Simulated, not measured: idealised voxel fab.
process module | voxel tone inversion
cross-section cut | 140 nm wide | cells 5 nm
A cross-section is a grid of square cells, given in bands from the top down. A band is one or more rows of cells.
Each band's line starts with the height of the band's top and of its bottom, in nm. Then come its materials from left to right, each with its width in nm. One material with "throughout" fills the band from edge to edge. "air" is empty space.
Height 0 is the level under which the wafer as received is all one material. The lowest band goes on downwards, as in "0 down".
A width such as "30 to 40" changes by the same amount from each row of cells to the next, from the band's top row to its bottom row.
"no change" after a step means that no cell of the cross-section changed.
closed voids: empty space of 8 cells or more with no open way to the top, each as width x height at its distance from the left edge, in nm
after a step's settings: what the simulator itself notes on the step
overlay nm, on a step with a mask: how far to the right of its planned place the mask lay; to the left if negative
plan
1 op RECEIVE | material Si
2 op CONFORMAL_DEP | material SiCN | thk nm 5
3 op DIRECTIONAL_DEP | material aC | thk nm 20
4 op PATTERN | tone cover | mask id POSTS | material resist | width nm 25 | pitch nm 40 | thk nm 25 | overlay nm 0
5 op DIRECTIONAL_ETCH | etch materials aC | depth nm 20
6 op STRIP | etch materials resist
7 op FILL_DEP | material lowk | thk nm 10
8 op CMP | height nm 25
9 op STRIP | etch materials aC
as received, after step 1
  0 down: Si throughout
  closed voids: none
a wafer at the end: this start, this plan, one mistake
  25 to 20: lowk throughout
  20 to 0: lowk 15 | aC 25 | lowk 15 | aC 25 | lowk 15 | aC 25 | lowk 20
  0 down: Si throughout
  closed voids: none
what went wrong: step 2 was left out
